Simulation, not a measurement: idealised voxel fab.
Name of the process module below: voxel spacer lines
For reference, the cross-section in this document is cut, with width 260 nm and square cells of 5 nm.
We lay out every cross-section as a grid of square cells and spell it out in bands from the top down, where one band means one or more rows of cells.
Look at the band entry: it leads with the top's height and the bottom's height in nm. Then it lists the materials left to right, with a width in nm for each. The word "throughout" on a single material says that material fills the band edge to edge. The word "empty" is empty space.
For the purposes of this specification, 0 denotes the height below which the wafer in its as-received condition is composed wholly of one material, and the lowermost band, lacking a lower limit, extends downward without end, as expressed in "0 -> down".
It should be noted that a width expressed as "30 to 40" varies in equal increments from row to row of cells within the band, taking the value of the first number at the top row and that of the second number at the bottom row.
"no alteration", as given for a step, is the statement that not any cell of the cross-section underwent a change during that step.
Closed empty spaces (no open way to the top) of 8 cells or more are what "Sealed internal cavities" lists, each as width x height at distance from the left edge, nm for all three.
Where a step's line continues beyond its settings, the continuation is a remark by the simulator itself on that step.
Among the settings permitted on a step's line is "overlay nm"; applied to a step with a mask, it specifies the extent to which the mask lay to the right of its planned position, whereas a negative figure signifies a position to the left.

Below is the list of planned process steps:
step 1: RECEIVE,material Si
step 2: CONFORMAL_DEP,material SiO2,thk nm 5
step 3: DIRECTIONAL_DEP,material TiN,thk nm 15
step 4: DIRECTIONAL_DEP,material aC,thk nm 25
step 5: PATTERN,tone cover,mask id MANDREL,material resist,width nm 25,pitch nm 80,thk nm 35,overlay nm 0
step 6: DIRECTIONAL_ETCH,etch materials aC,depth nm 25
step 7: STRIP,etch materials resist
step 8: CONFORMAL_DEP,material SiN,thk nm 15
step 9: DIRECTIONAL_ETCH,etch materials SiN,depth nm 15
step 10: STRIP,etch materials aC
step 11: DIRECTIONAL_ETCH,etch materials TiN,depth nm 15
step 12: STRIP,etch materials SiN

Of two wafers, the first: run according to plan:

Here's what the wafer looked like in cross-section when it arrived - that's after step 1:
	0 -> down | Si throughout
	Sealed internal cavities: none

The following cross-section depicts the wafer upon completion of step 2:
	5 -> 0 | SiO2 throughout
	At heights below 0, the structure remains unaltered.

The following cross-section depicts the wafer upon completion of step 3:
	20 -> 5 | TiN throughout
	At heights below 5, the structure remains unaltered.

The following cross-section depicts the wafer upon completion of step 4:
	45 -> 20 | aC throughout
	At heights below 20, the structure remains unaltered.

The following cross-section depicts the wafer upon completion of step 5:
	80 -> 45 | 35 of empty  25 of resist  55 of empty  25 of resist  55 of empty  25 of resist  40 of empty
	At heights below 45, the structure remains unaltered.

The following cross-section depicts the wafer upon completion of step 6:
	55 -> 45 | 35 of empty  25 of resist  55 of empty  25 of resist  55 of empty  25 of resist  40 of empty
	45 -> 20 | 35 of empty  25 of aC  55 of empty  25 of aC  55 of empty  25 of aC  40 of empty
	At heights below 20, the structure remains unaltered.

The following cross-section depicts the wafer upon completion of step 7:
	45 -> 20 | 35 of empty  25 of aC  55 of empty  25 of aC  55 of empty  25 of aC  40 of empty
	At heights below 20, the structure remains unaltered.

The following cross-section depicts the wafer upon completion of step 8:
	60 -> 45 | 20 of empty  55 of SiN  25 of empty  55 of SiN  25 of empty  55 of SiN  25 of empty
	45 -> 35 | 20 of empty  15 of SiN  25 of aC  15 of SiN  25 of empty  15 of SiN  25 of aC  15 of SiN  25 of empty  15 of SiN  25 of aC  15 of SiN  25 of empty
	35 -> 20 | 35 of SiN  25 of aC  55 of SiN  25 of aC  55 of SiN  25 of aC  40 of SiN
	At heights below 20, the structure remains unaltered.

The following cross-section depicts the wafer upon completion of step 9:
	45 -> 20 | 20 of empty  15 of SiN  25 of aC  15 of SiN  25 of empty  15 of SiN  25 of aC  15 of SiN  25 of empty  15 of SiN  25 of aC  15 of SiN  25 of empty
	At heights below 20, the structure remains unaltered.

The following cross-section depicts the wafer upon completion of step 10:
	45 -> 20 | 20 of empty  15 of SiN  25 of empty  15 of SiN  25 of empty  15 of SiN  25 of empty  15 of SiN  25 of empty  15 of SiN  25 of empty  15 of SiN  25 of empty
	At heights below 20, the structure remains unaltered.

The following cross-section depicts the wafer upon completion of step 11:
	45 -> 20 | 20 of empty  15 of SiN  25 of empty  15 of SiN  25 of empty  15 of SiN  25 of empty  15 of SiN  25 of empty  15 of SiN  25 of empty  15 of SiN  25 of empty
	20 -> 5 | 20 of empty  15 of TiN  25 of empty  15 of TiN  25 of empty  15 of TiN  25 of empty  15 of TiN  25 of empty  15 of TiN  25 of empty  15 of TiN  25 of empty
	At heights below 5, the structure remains unaltered.

The following cross-section depicts the wafer upon completion of step 12:
	20 -> 5 | 20 of empty  15 of TiN  25 of empty  15 of TiN  25 of empty  15 of TiN  25 of empty  15 of TiN  25 of empty  15 of TiN  25 of empty  15 of TiN  25 of empty
	At heights below 5, the structure remains unaltered.

Second wafer. Start and plan as for the first. One mistake made in running. Agrees with the first up to and including step 1:

Cross-section of the second wafer when, according to plan, step 2 should have finished: no alteration

Cross-section of the second wafer when, according to plan, step 3 should have finished:
	15 -> 0 | TiN throughout
	At heights below 0, the structure remains unaltered.

Cross-section of the second wafer when, according to plan, step 4 should have finished:
	40 -> 15 | aC throughout
	At heights below 15, the structure remains unaltered.

Cross-section of the second wafer when, according to plan, step 5 should have finished:
	75 -> 40 | 35 of empty  25 of resist  55 of empty  25 of resist  55 of empty  25 of resist  40 of empty
	At heights below 40, the structure remains unaltered.

Cross-section of the second wafer when, according to plan, step 6 should have finished:
	50 -> 40 | 35 of empty  25 of resist  55 of empty  25 of resist  55 of empty  25 of resist  40 of empty
	40 -> 15 | 35 of empty  25 of aC  55 of empty  25 of aC  55 of empty  25 of aC  40 of empty
	At heights below 15, the structure remains unaltered.

Cross-section of the second wafer when, according to plan, step 7 should have finished:
	40 -> 15 | 35 of empty  25 of aC  55 of empty  25 of aC  55 of empty  25 of aC  40 of empty
	At heights below 15, the structure remains unaltered.

Cross-section of the second wafer when, according to plan, step 8 should have finished:
	55 -> 40 | 20 of empty  55 of SiN  25 of empty  55 of SiN  25 of empty  55 of SiN  25 of empty
	40 -> 30 | 20 of empty  15 of SiN  25 of aC  15 of SiN  25 of empty  15 of SiN  25 of aC  15 of SiN  25 of empty  15 of SiN  25 of aC  15 of SiN  25 of empty
	30 -> 15 | 35 of SiN  25 of aC  55 of SiN  25 of aC  55 of SiN  25 of aC  40 of SiN
	At heights below 15, the structure remains unaltered.

Cross-section of the second wafer when, according to plan, step 9 should have finished:
	40 -> 15 | 20 of empty  15 of SiN  25 of aC  15 of SiN  25 of empty  15 of SiN  25 of aC  15 of SiN  25 of empty  15 of SiN  25 of aC  15 of SiN  25 of empty
	At heights below 15, the structure remains unaltered.

Cross-section of the second wafer when, according to plan, step 10 should have finished:
	40 -> 15 | 20 of empty  15 of SiN  25 of empty  15 of SiN  25 of empty  15 of SiN  25 of empty  15 of SiN  25 of empty  15 of SiN  25 of empty  15 of SiN  25 of empty
	At heights below 15, the structure remains unaltered.

Cross-section of the second wafer when, according to plan, step 11 should have finished:
	40 -> 15 | 20 of empty  15 of SiN  25 of empty  15 of SiN  25 of empty  15 of SiN  25 of empty  15 of SiN  25 of empty  15 of SiN  25 of empty  15 of SiN  25 of empty
	15 -> 0 | 20 of empty  15 of TiN  25 of empty  15 of TiN  25 of empty  15 of TiN  25 of empty  15 of TiN  25 of empty  15 of TiN  25 of empty  15 of TiN  25 of empty
	At heights below 0, the structure remains unaltered.

Cross-section of the second wafer when, according to plan, step 12 should have finished:
	15 -> 0 | 20 of empty  15 of TiN  25 of empty  15 of TiN  25 of empty  15 of TiN  25 of empty  15 of TiN  25 of empty  15 of TiN  25 of empty  15 of TiN  25 of empty
	At heights below 0, the structure remains unaltered.
Deviation from plan: step 2 of the plan got skipped, so it never ran
In the final state, the cell counts of the second wafer exceed or fall short of those of the first for the following materials: 52 fewer of SiO2
